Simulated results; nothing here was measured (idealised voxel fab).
This is a process module. Its name is voxel capacitor over wiring.
FYI the section here is cut, 270 nm wide, cells are 5 nm squares.
Square cells in a grid make up a cross-section in this document, and the grid is given as bands, listed from the top down, each one or more rows of cells. Read a band's entry like this: the first values are the height of its top and the height of its bottom in nm, and what follows is the sequence of materials from left to right, each with its width in nm. Note that "empty" is empty space, and that a single material marked "full width" reaches across the band from edge to edge. A quick word on heights: they are counted from 0, and under that level the wafer as it came to us is one material throughout. The lowest band is different from the rest in having no bottom; it simply continues downward, written as in "from 0 down". A width given as "30 to 40" starts at the first number in the band's top row and ends at the second number in its bottom row, shifting by an equal amount at every step from row to row. Any step labelled "nothing got changed" changed none of the cells in the cross-section. Reported under the label "Closed void catalog" are the empty spaces having no open way to the top and comprising 8 cells or more; the notation for each is width x height at distance, in which the distance is measured from the left edge and all three values are in nm. If you see something after the settings on a step's line, that's the simulator's own remark about that step. The line of a step may include "overlay nm". On a step with a mask, this value is how far to the right of its planned place the mask lay. A negative value means the mask lay to the left.
**Process steps - plan**
- 1: RECEIVE | material Si
- 2: CONFORMAL_DEP | material SiO2 | thk nm 15
- 3: CONFORMAL_DEP | material SiCN | thk nm 5
- 4: DIRECTIONAL_DEP | material lowk | thk nm 15
- 5: PATTERN | tone open | mask id METAL_1 | material resist | width nm 25 | pitch nm 95 | thk nm 15 | overlay nm 0
- 6: DIRECTIONAL_ETCH | etch materials lowk | depth nm 15
- 7: DIRECTIONAL_ETCH | etch materials SiCN | depth nm 5
- 8: STRIP | etch materials resist
- 9: CONFORMAL_DEP | material TiN | thk nm 5
- 10: FILL_DEP | material W | thk nm 10
- 11: CMP | height nm 35
- 12: EPI | material Ru | thk nm 5
- 13: FILL_DEP | material SiCN | thk nm 5
- 14: DIRECTIONAL_DEP | material SiO2 | thk nm 15
- 15: MASKED_ETCH | tone open | mask id PLUG_1 | width nm 15 | etch materials SiO2 | depth nm 15 | overlay nm 0
- 16: MASKED_ETCH | tone open | mask id PLUG_1 | width nm 15 | etch materials SiCN | depth nm 5 | overlay nm 0
- 17: EPI | material Ru | thk nm 10
- 18: EPI | material Ru | thk nm 10
- 19: DIRECTIONAL_DEP | material TiN | thk nm 5
- 20: DIRECTIONAL_DEP | material SiN | thk nm 5
- 21: DIRECTIONAL_DEP | material TiN | thk nm 10
- 22: MASKED_ETCH | tone cover | mask id UPPER_PLATE | width nm 75 | etch materials TiN | depth nm 10 | overlay nm 0
- 23: MASKED_ETCH | tone cover | mask id UPPER_PLATE | width nm 75 | etch materials SiN | depth nm 5 | overlay nm 0
- 24: DIRECTIONAL_DEP | material aC | thk nm 10
- 25: PATTERN | tone cover | mask id LOWER_PLATE | material resist | width nm 85 | thk nm 25 | overlay nm -15
- 26: DIRECTIONAL_ETCH | etch materials aC | depth nm 10
- 27: STRIP | etch materials resist
- 28: DIRECTIONAL_ETCH | etch materials TiN | depth nm 5
- 29: STRIP | etch materials aC
- 30: FILL_DEP | material SiO2 | thk nm 20
- 31: CMP | height nm 95
- 32: PATTERN | tone open | mask id PLUG_2 | material resist | width nm 15 | thk nm 20 | overlay nm 0
- 33: DIRECTIONAL_ETCH | etch materials SiO2 | depth nm 15
- 34: STRIP | etch materials resist
- 35: CONFORMAL_DEP | material TiN | thk nm 5
- 36: FILL_DEP | material W | thk nm 10
- 37: CMP | height nm 95
- 38: CONFORMAL_DEP | material SiCN | thk nm 5
Same starting wafers, different overlay nm at step 25. Plan value belongs to the first wafer.
**Received condition of the first of several wafers, sectioned: post-step 1**
  from 0 down | Si full width
  Closed void catalog: none
**First of several wafers in cross-section at module end, following the final step, step 38**
  from 100 to 95 | SiCN full width
  from 95 to 85 | 95 of SiO2 / 5 of TiN / 5 of W / 5 of TiN / 160 of SiO2
  from 85 to 75 | 95 to 85 of SiO2 / 15 to 65 of TiN / 160 to 120 of SiO2
  from 75 to 70 | 85 of SiO2 / 75 of TiN / 110 of SiO2
  from 70 to 65 | 85 of SiO2 / 75 of SiN / 110 of SiO2
  from 65 to 60 | 65 of SiO2 / 95 of TiN / 110 of SiO2
  from 60 to 45 | 85 of SiO2 / 15 of Ru / 170 of SiO2
  from 45 to 40 | 85 of SiCN / 15 of Ru / 170 of SiCN
  from 40 to 35 | 70 of SiCN / 35 of Ru / 60 of SiCN / 35 of Ru / 70 of SiCN
  from 35 to 20 | 75 of lowk / 5 of TiN / 15 of W / 5 of TiN / 70 of lowk / 5 of TiN / 15 of W / 5 of TiN / 75 of lowk
  from 20 to 15 | 75 of SiCN / 25 of TiN / 70 of SiCN / 25 of TiN / 75 of SiCN
  from 15 to 0 | SiO2 full width
  from 0 down | Si full width
  Closed void catalog: none
**Cross-section, last wafer, module completion**
  from 100 to 95 | SiCN full width
  from 95 to 85 | 95 of SiO2 / 5 of TiN / 5 of W / 5 of TiN / 160 of SiO2
  from 85 to 75 | 95 of SiO2 / 15 to 65 of TiN / 160 to 110 of SiO2
  from 75 to 70 | 85 of SiO2 / 75 of TiN / 110 of SiO2
  from 70 to 65 | 85 of SiO2 / 75 of SiN / 110 of SiO2
  from 65 to 60 | 85 of SiO2 / 95 of TiN / 90 of SiO2
  from 60 to 45 | 85 of SiO2 / 15 of Ru / 170 of SiO2
  from 45 to 40 | 85 of SiCN / 15 of Ru / 170 of SiCN
  from 40 to 35 | 70 of SiCN / 35 of Ru / 60 of SiCN / 35 of Ru / 70 of SiCN
  from 35 to 20 | 75 of lowk / 5 of TiN / 15 of W / 5 of TiN / 70 of lowk / 5 of TiN / 15 of W / 5 of TiN / 75 of lowk
  from 20 to 15 | 75 of SiCN / 25 of TiN / 70 of SiCN / 25 of TiN / 75 of SiCN
  from 15 to 0 | SiO2 full width
  from 0 down | Si full width
  Closed void catalog: none
**Per wafer (row), end of module: delta in cells per material since receipt, (+) for gained, (-) for lost; closed voids after that**
overlay nm -15; +26 Ru; +189 SiCN; +15 SiN; +622 SiO2; +76 TiN; +20 W; +132 lowk; Closed void catalog: none
overlay nm -10; +26 Ru; +189 SiCN; +15 SiN; +622 SiO2; +76 TiN; +20 W; +132 lowk; Closed void catalog: none
overlay nm -5; +26 Ru; +189 SiCN; +15 SiN; +622 SiO2; +76 TiN; +20 W; +132 lowk; Closed void catalog: none
overlay nm 0; +26 Ru; +189 SiCN; +15 SiN; +622 SiO2; +76 TiN; +20 W; +132 lowk; Closed void catalog: none
overlay nm 5; +26 Ru; +189 SiCN; +15 SiN; +622 SiO2; +76 TiN; +20 W; +132 lowk; Closed void catalog: none
overlay nm 10; +26 Ru; +189 SiCN; +15 SiN; +622 SiO2; +76 TiN; +20 W; +132 lowk; Closed void catalog: none
overlay nm 15; +26 Ru; +189 SiCN; +15 SiN; +622 SiO2; +76 TiN; +20 W; +132 lowk; Closed void catalog: none
